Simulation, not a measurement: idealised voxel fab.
Process module in this document: voxel trench capacitor
Square cell edge 5 nm, section width 245 nm, ID cut.
Cross-section, as written here: a square-cell grid given band by band from the top down, where a band holds one or more rows of cells.
Heads up on the band format: heights come first, top then bottom, in nm. After that it's the materials left to right, each with its width in nm. A single material flagged "throughout" fills the whole band edge to edge, and "blank" means there's empty space there.
Height 0 is the level under which the wafer as received is all one material. The lowest band goes on downwards, as in "0..down".
So if you see something like "30..40" for the width, read it as the top row of the band sitting at the first number and the bottom row at the second, with every row in between moving by the same amount as the last.
What does "no modification" mean for a step? It means no cell of the cross-section changed in that step.
So "Fully sealed voids" is basically the list of trapped voids: any empty space of 8 cells or more that can't reach the top through an opening. They're written width x height at distance, the distance being from the left edge, and it's all nm.
Read whatever lies past the settings on a step's line as the simulator's own remark about the step.
The "overlay nm" setting may appear on a step's line; for a step that uses a mask, it gives how far to the right of its planned position the mask lay, and a negative value indicates the left.

LISTED BELOW ARE THE PROCESS STEPS AS PLANNED
1,RECEIVE (material Si)
2,CONFORMAL_DEP (material SiN; thk nm 5)
3,DIRECTIONAL_DEP (material aC; thk nm 15)
4,PATTERN (tone open; mask id TRENCH; material resist; width nm 25; pitch nm 50; thk nm 30; overlay nm 0)
5,DIRECTIONAL_ETCH (etch materials aC; depth nm 15)
6,STRIP (etch materials resist)
7,DIRECTIONAL_ETCH (etch materials SiN; depth nm 5)
8,DIRECTIONAL_ETCH (etch materials Si; depth nm 25)
9,STRIP (etch materials aC)
10,CONFORMAL_DEP (material HfO2; thk nm 5)
11,CONFORMAL_DEP (material TiN; thk nm 5)
12,FILL_DEP (material W; thk nm 5)
13,CMP (height nm 5)

FIRST OF TWO WAFERS: RUN AS PLANNED

AS-RECEIVED STATE OF THE WAFER IN CROSS-SECTION, EQUIVALENT TO POST-STEP 1
- 0..down | Si throughout
- Fully sealed voids: none

AFTER STEP 2: WAFER CROSS-SECTION
- 5..0 | SiN throughout
- below 0: unchanged

AFTER STEP 3: WAFER CROSS-SECTION
- 20..5 | aC throughout
- below 5: unchanged

AFTER STEP 4: WAFER CROSS-SECTION
- 50..20 | resist: 60 / blank: 25 / resist: 25 / blank: 25 / resist: 25 / blank: 25 / resist: 60
- below 20: unchanged

AFTER STEP 5: WAFER CROSS-SECTION
- 35..20 | resist: 60 / blank: 25 / resist: 25 / blank: 25 / resist: 25 / blank: 25 / resist: 60
- 20..5 | aC: 60 / blank: 25 / aC: 25 / blank: 25 / aC: 25 / blank: 25 / aC: 60
- below 5: unchanged

AFTER STEP 6: WAFER CROSS-SECTION
- 20..5 | aC: 60 / blank: 25 / aC: 25 / blank: 25 / aC: 25 / blank: 25 / aC: 60
- below 5: unchanged

AFTER STEP 7: WAFER CROSS-SECTION
- 20..5 | aC: 60 / blank: 25 / aC: 25 / blank: 25 / aC: 25 / blank: 25 / aC: 60
- 5..0 | SiN: 60 / blank: 25 / SiN: 25 / blank: 25 / SiN: 25 / blank: 25 / SiN: 60
- below 0: unchanged

AFTER STEP 8: WAFER CROSS-SECTION
- 20..5 | aC: 60 / blank: 25 / aC: 25 / blank: 25 / aC: 25 / blank: 25 / aC: 60
- 5..0 | SiN: 60 / blank: 25 / SiN: 25 / blank: 25 / SiN: 25 / blank: 25 / SiN: 60
- 0..-25 | Si: 60 / blank: 25 / Si: 25 / blank: 25 / Si: 25 / blank: 25 / Si: 60
- below -25: unchanged

AFTER STEP 9: WAFER CROSS-SECTION
- 5..0 | SiN: 60 / blank: 25 / SiN: 25 / blank: 25 / SiN: 25 / blank: 25 / SiN: 60
- below 0: unchanged

AFTER STEP 10: WAFER CROSS-SECTION
- 10..5 | HfO2: 65 / blank: 15 / HfO2: 35 / blank: 15 / HfO2: 35 / blank: 15 / HfO2: 65
- 5..0 | SiN: 60 / HfO2: 5 / blank: 15 / HfO2: 5 / SiN: 25 / HfO2: 5 / blank: 15 / HfO2: 5 / SiN: 25 / HfO2: 5 / blank: 15 / HfO2: 5 / SiN: 60
- 0..-20 | Si: 60 / HfO2: 5 / blank: 15 / HfO2: 5 / Si: 25 / HfO2: 5 / blank: 15 / HfO2: 5 / Si: 25 / HfO2: 5 / blank: 15 / HfO2: 5 / Si: 60
- -20..-25 | Si: 60 / HfO2: 25 / Si: 25 / HfO2: 25 / Si: 25 / HfO2: 25 / Si: 60
- below -25: unchanged

AFTER STEP 11: WAFER CROSS-SECTION
- 15..10 | TiN: 70 / blank: 5 / TiN: 45 / blank: 5 / TiN: 45 / blank: 5 / TiN: 70
- 10..5 | HfO2: 65 / TiN: 5 / blank: 5 / TiN: 5 / HfO2: 35 / TiN: 5 / blank: 5 / TiN: 5 / HfO2: 35 / TiN: 5 / blank: 5 / TiN: 5 / HfO2: 65
- 5..0 | SiN: 60 / HfO2: 5 / TiN: 5 / blank: 5 / TiN: 5 / HfO2: 5 / SiN: 25 / HfO2: 5 / TiN: 5 / blank: 5 / TiN: 5 / HfO2: 5 / SiN: 25 / HfO2: 5 / TiN: 5 / blank: 5 / TiN: 5 / HfO2: 5 / SiN: 60
- 0..-15 | Si: 60 / HfO2: 5 / TiN: 5 / blank: 5 / TiN: 5 / HfO2: 5 / Si: 25 / HfO2: 5 / TiN: 5 / blank: 5 / TiN: 5 / HfO2: 5 / Si: 25 / HfO2: 5 / TiN: 5 / blank: 5 / TiN: 5 / HfO2: 5 / Si: 60
- -15..-20 | Si: 60 / HfO2: 5 / TiN: 15 / HfO2: 5 / Si: 25 / HfO2: 5 / TiN: 15 / HfO2: 5 / Si: 25 / HfO2: 5 / TiN: 15 / HfO2: 5 / Si: 60
- below -20: unchanged

AFTER STEP 12: WAFER CROSS-SECTION
- 20..15 | W throughout
- 15..10 | TiN: 70 / W: 5 / TiN: 45 / W: 5 / TiN: 45 / W: 5 / TiN: 70
- 10..5 | HfO2: 65 / TiN: 5 / W: 5 / TiN: 5 / HfO2: 35 / TiN: 5 / W: 5 / TiN: 5 / HfO2: 35 / TiN: 5 / W: 5 / TiN: 5 / HfO2: 65
- 5..0 | SiN: 60 / HfO2: 5 / TiN: 5 / W: 5 / TiN: 5 / HfO2: 5 / SiN: 25 / HfO2: 5 / TiN: 5 / W: 5 / TiN: 5 / HfO2: 5 / SiN: 25 / HfO2: 5 / TiN: 5 / W: 5 / TiN: 5 / HfO2: 5 / SiN: 60
- 0..-15 | Si: 60 / HfO2: 5 / TiN: 5 / W: 5 / TiN: 5 / HfO2: 5 / Si: 25 / HfO2: 5 / TiN: 5 / W: 5 / TiN: 5 / HfO2: 5 / Si: 25 / HfO2: 5 / TiN: 5 / W: 5 / TiN: 5 / HfO2: 5 / Si: 60
- below -15: unchanged

AFTER STEP 13: WAFER CROSS-SECTION
- 5..0 | SiN: 60 / HfO2: 5 / TiN: 5 / W: 5 / TiN: 5 / HfO2: 5 / SiN: 25 / HfO2: 5 / TiN: 5 / W: 5 / TiN: 5 / HfO2: 5 / SiN: 25 / HfO2: 5 / TiN: 5 / W: 5 / TiN: 5 / HfO2: 5 / SiN: 60
- below 0: unchanged

WAFER TWO: LIKE WAFER ONE IN START AND PLAN, BUT WITH ONE MISTAKE IN EXECUTION; IDENTICAL UP TO AND INCLUDING STEP 12

CROSS-SECTION OF THE SECOND WAFER AT THE TIME STEP 13 OF THE PLAN SHOULD HAVE ENDED
- 15..10 | TiN: 70 / W: 5 / TiN: 45 / W: 5 / TiN: 45 / W: 5 / TiN: 70
- below 10: unchanged
Processing error: step 13 ran differently from the plan; actual operation with settings: CMP (height nm 15)
The final cell counts differ between the wafers, with the second having more or fewer of some materials than the first: HfO2 +40; TiN +52; W +6
